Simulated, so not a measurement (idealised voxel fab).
Process module heading - voxel trench capacitor
255 nm wide, 5 nm square cells: that's cross-section cut.
Notation: cross-section as square-cell grid; stated in bands, top first, going down; one or more cell rows per band.
This entry defines a band. It first specifies the height of the band's top and the height of its bottom in nm, and then specifies the band's materials from left to right, stating each material with its width in nm. The word "full width" identifies a single material that fills the band from edge to edge, while the word "empty" identifies empty space.
All heights in this document are referenced to 0, defined as the level beneath which the wafer, as received, consists entirely of one material. The lowest band is not bounded below; it extends indefinitely downward and is written in the form "0..down".
Graded width ("30 to 40"): value in top row of band = first number; value in bottom row = second number; row-to-row change constant.
Take "nothing was modified" at face value: in the step it is given for, the cross-section changed in none of its cells.
What "Closed void entries" gives you is every empty space of 8 cells or more that is cut off from the top. Each appears as width x height at distance, with the distance taken from the left edge and width, height and distance all in nm.
The remark found on a step's line after its settings is issued by the simulator itself and pertains to that step.
overlay nm: mask offset rightward from planned place, masked step; negative means leftward offset.
LISTED BELOW ARE THE PROCESS STEPS AS PLANNED
1) op RECEIVE | material Si
2) op CONFORMAL_DEP | material SiN | thk nm 10
3) op MASKED_ETCH | tone open | mask id TRENCH | width nm 25 | pitch nm 45 | etch materials SiN | depth nm 10 | overlay nm 0
4) op MASKED_ETCH | tone open | mask id TRENCH | width nm 25 | pitch nm 45 | etch materials Si | depth nm 25 | overlay nm 0
5) op CONFORMAL_DEP | material Al2O3 | thk nm 5
6) op CONFORMAL_DEP | material TiN | thk nm 5
7) op FILL_DEP | material W | thk nm 5
8) op CMP | height nm 10
FIRST WAFER, AS PLANNED
INCOMING WAFER, CROSS-SECTIONAL VIEW, POST STEP 1
0..down: Si full width
Closed void entries: none
THE WAFER IN CROSS-SECTION ONCE STEP 2 IS COMPLETE
10..0: SiN full width
Below a height of 0, the structure has not been altered.
THE WAFER IN CROSS-SECTION ONCE STEP 3 IS COMPLETE
10..0: SiN 45 nm  empty 25 nm  SiN 20 nm  empty 25 nm  SiN 20 nm  empty 25 nm  SiN 20 nm  empty 25 nm  SiN 50 nm
Below a height of 0, the structure has not been altered.
THE WAFER IN CROSS-SECTION ONCE STEP 4 IS COMPLETE
10..0: SiN 45 nm  empty 25 nm  SiN 20 nm  empty 25 nm  SiN 20 nm  empty 25 nm  SiN 20 nm  empty 25 nm  SiN 50 nm
0..-25: Si 45 nm  empty 25 nm  Si 20 nm  empty 25 nm  Si 20 nm  empty 25 nm  Si 20 nm  empty 25 nm  Si 50 nm
Below a height of -25, the structure has not been altered.
THE WAFER IN CROSS-SECTION ONCE STEP 5 IS COMPLETE
15..10: Al2O3 50 nm  empty 15 nm  Al2O3 30 nm  empty 15 nm  Al2O3 30 nm  empty 15 nm  Al2O3 30 nm  empty 15 nm  Al2O3 55 nm
10..0: SiN 45 nm  Al2O3 5 nm  empty 15 nm  Al2O3 5 nm  SiN 20 nm  Al2O3 5 nm  empty 15 nm  Al2O3 5 nm  SiN 20 nm  Al2O3 5 nm  empty 15 nm  Al2O3 5 nm  SiN 20 nm  Al2O3 5 nm  empty 15 nm  Al2O3 5 nm  SiN 50 nm
0..-20: Si 45 nm  Al2O3 5 nm  empty 15 nm  Al2O3 5 nm  Si 20 nm  Al2O3 5 nm  empty 15 nm  Al2O3 5 nm  Si 20 nm  Al2O3 5 nm  empty 15 nm  Al2O3 5 nm  Si 20 nm  Al2O3 5 nm  empty 15 nm  Al2O3 5 nm  Si 50 nm
-20..-25: Si 45 nm  Al2O3 25 nm  Si 20 nm  Al2O3 25 nm  Si 20 nm  Al2O3 25 nm  Si 20 nm  Al2O3 25 nm  Si 50 nm
Below a height of -25, the structure has not been altered.
THE WAFER IN CROSS-SECTION ONCE STEP 6 IS COMPLETE
20..15: TiN 55 nm  empty 5 nm  TiN 40 nm  empty 5 nm  TiN 40 nm  empty 5 nm  TiN 40 nm  empty 5 nm  TiN 60 nm
15..10: Al2O3 50 nm  TiN 5 nm  empty 5 nm  TiN 5 nm  Al2O3 30 nm  TiN 5 nm  empty 5 nm  TiN 5 nm  Al2O3 30 nm  TiN 5 nm  empty 5 nm  TiN 5 nm  Al2O3 30 nm  TiN 5 nm  empty 5 nm  TiN 5 nm  Al2O3 55 nm
10..0: SiN 45 nm  Al2O3 5 nm  TiN 5 nm  empty 5 nm  TiN 5 nm  Al2O3 5 nm  SiN 20 nm  Al2O3 5 nm  TiN 5 nm  empty 5 nm  TiN 5 nm  Al2O3 5 nm  SiN 20 nm  Al2O3 5 nm  TiN 5 nm  empty 5 nm  TiN 5 nm  Al2O3 5 nm  SiN 20 nm  Al2O3 5 nm  TiN 5 nm  empty 5 nm  TiN 5 nm  Al2O3 5 nm  SiN 50 nm
0..-15: Si 45 nm  Al2O3 5 nm  TiN 5 nm  empty 5 nm  TiN 5 nm  Al2O3 5 nm  Si 20 nm  Al2O3 5 nm  TiN 5 nm  empty 5 nm  TiN 5 nm  Al2O3 5 nm  Si 20 nm  Al2O3 5 nm  TiN 5 nm  empty 5 nm  TiN 5 nm  Al2O3 5 nm  Si 20 nm  Al2O3 5 nm  TiN 5 nm  empty 5 nm  TiN 5 nm  Al2O3 5 nm  Si 50 nm
-15..-20: Si 45 nm  Al2O3 5 nm  TiN 15 nm  Al2O3 5 nm  Si 20 nm  Al2O3 5 nm  TiN 15 nm  Al2O3 5 nm  Si 20 nm  Al2O3 5 nm  TiN 15 nm  Al2O3 5 nm  Si 20 nm  Al2O3 5 nm  TiN 15 nm  Al2O3 5 nm  Si 50 nm
Below a height of -20, the structure has not been altered.
THE WAFER IN CROSS-SECTION ONCE STEP 7 IS COMPLETE
25..20: W full width
20..15: TiN 55 nm  W 5 nm  TiN 40 nm  W 5 nm  TiN 40 nm  W 5 nm  TiN 40 nm  W 5 nm  TiN 60 nm
15..10: Al2O3 50 nm  TiN 5 nm  W 5 nm  TiN 5 nm  Al2O3 30 nm  TiN 5 nm  W 5 nm  TiN 5 nm  Al2O3 30 nm  TiN 5 nm  W 5 nm  TiN 5 nm  Al2O3 30 nm  TiN 5 nm  W 5 nm  TiN 5 nm  Al2O3 55 nm
10..0: SiN 45 nm  Al2O3 5 nm  TiN 5 nm  W 5 nm  TiN 5 nm  Al2O3 5 nm  SiN 20 nm  Al2O3 5 nm  TiN 5 nm  W 5 nm  TiN 5 nm  Al2O3 5 nm  SiN 20 nm  Al2O3 5 nm  TiN 5 nm  W 5 nm  TiN 5 nm  Al2O3 5 nm  SiN 20 nm  Al2O3 5 nm  TiN 5 nm  W 5 nm  TiN 5 nm  Al2O3 5 nm  SiN 50 nm
0..-15: Si 45 nm  Al2O3 5 nm  TiN 5 nm  W 5 nm  TiN 5 nm  Al2O3 5 nm  Si 20 nm  Al2O3 5 nm  TiN 5 nm  W 5 nm  TiN 5 nm  Al2O3 5 nm  Si 20 nm  Al2O3 5 nm  TiN 5 nm  W 5 nm  TiN 5 nm  Al2O3 5 nm  Si 20 nm  Al2O3 5 nm  TiN 5 nm  W 5 nm  TiN 5 nm  Al2O3 5 nm  Si 50 nm
Below a height of -15, the structure has not been altered.
THE WAFER IN CROSS-SECTION ONCE STEP 8 IS COMPLETE
10..0: SiN 45 nm  Al2O3 5 nm  TiN 5 nm  W 5 nm  TiN 5 nm  Al2O3 5 nm  SiN 20 nm  Al2O3 5 nm  TiN 5 nm  W 5 nm  TiN 5 nm  Al2O3 5 nm  SiN 20 nm  Al2O3 5 nm  TiN 5 nm  W 5 nm  TiN 5 nm  Al2O3 5 nm  SiN 20 nm  Al2O3 5 nm  TiN 5 nm  W 5 nm  TiN 5 nm  Al2O3 5 nm  SiN 50 nm
Below a height of 0, the structure has not been altered.
COMPANION WAFER, THE SECOND OF TWO: SAME BEGINNING, SAME INTENDED SEQUENCE, ONE MISTAKE IN CARRYING IT OUT; THROUGH STEP 2 INCLUSIVE IT TRACKS THE FIRST EXACTLY
SECOND WAFER PROFILE IN SECTION, AT THE MOMENT STEP 3 OF THE PLAN WAS MEANT TO BE COMPLETE
10..0: empty 45 nm  SiN 25 nm  empty 20 nm  SiN 25 nm  empty 20 nm  SiN 25 nm  empty 20 nm  SiN 25 nm  empty 50 nm
Below a height of 0, the structure has not been altered.
Second wafer profile in section, at the moment step 4 of the plan was meant to be complete: nothing was modified
SECOND WAFER PROFILE IN SECTION, AT THE MOMENT STEP 5 OF THE PLAN WAS MEANT TO BE COMPLETE
15..10: empty 40 nm  Al2O3 35 nm  empty 10 nm  Al2O3 35 nm  empty 10 nm  Al2O3 35 nm  empty 10 nm  Al2O3 35 nm  empty 45 nm
10..5: empty 40 nm  Al2O3 5 nm  SiN 25 nm  Al2O3 5 nm  empty 10 nm  Al2O3 5 nm  SiN 25 nm  Al2O3 5 nm  empty 10 nm  Al2O3 5 nm  SiN 25 nm  Al2O3 5 nm  empty 10 nm  Al2O3 5 nm  SiN 25 nm  Al2O3 5 nm  empty 45 nm
5..0: Al2O3 45 nm  SiN 25 nm  Al2O3 20 nm  SiN 25 nm  Al2O3 20 nm  SiN 25 nm  Al2O3 20 nm  SiN 25 nm  Al2O3 50 nm
Below a height of 0, the structure has not been altered.
SECOND WAFER PROFILE IN SECTION, AT THE MOMENT STEP 6 OF THE PLAN WAS MEANT TO BE COMPLETE
20..15: empty 35 nm  TiN 180 nm  empty 40 nm
15..10: empty 35 nm  TiN 5 nm  Al2O3 35 nm  TiN 10 nm  Al2O3 35 nm  TiN 10 nm  Al2O3 35 nm  TiN 10 nm  Al2O3 35 nm  TiN 5 nm  empty 40 nm
10..5: TiN 40 nm  Al2O3 5 nm  SiN 25 nm  Al2O3 5 nm  TiN 10 nm  Al2O3 5 nm  SiN 25 nm  Al2O3 5 nm  TiN 10 nm  Al2O3 5 nm  SiN 25 nm  Al2O3 5 nm  TiN 10 nm  Al2O3 5 nm  SiN 25 nm  Al2O3 5 nm  TiN 45 nm
Below a height of 5, the structure has not been altered.
SECOND WAFER PROFILE IN SECTION, AT THE MOMENT STEP 7 OF THE PLAN WAS MEANT TO BE COMPLETE
25..20: W full width
20..15: W 35 nm  TiN 180 nm  W 40 nm
15..10: W 35 nm  TiN 5 nm  Al2O3 35 nm  TiN 10 nm  Al2O3 35 nm  TiN 10 nm  Al2O3 35 nm  TiN 10 nm  Al2O3 35 nm  TiN 5 nm  W 40 nm
Below a height of 10, the structure has not been altered.
SECOND WAFER PROFILE IN SECTION, AT THE MOMENT STEP 8 OF THE PLAN WAS MEANT TO BE COMPLETE
10..5: TiN 40 nm  Al2O3 5 nm  SiN 25 nm  Al2O3 5 nm  TiN 10 nm  Al2O3 5 nm  SiN 25 nm  Al2O3 5 nm  TiN 10 nm  Al2O3 5 nm  SiN 25 nm  Al2O3 5 nm  TiN 10 nm  Al2O3 5 nm  SiN 25 nm  Al2O3 5 nm  TiN 45 nm
Below a height of 5, the structure has not been altered.
The mistake made against the process plan was this: planned and actual differ for step 3; actual: op MASKED_ETCH | tone cover | mask id TRENCH | width nm 25 | pitch nm 45 | etch materials SiN | depth nm 10 | overlay nm 0
Final tally in cells, some materials are higher or lower on the second wafer than on the first: -29 Al2O3; +100 Si; -22 SiN; -29 TiN; -20 W
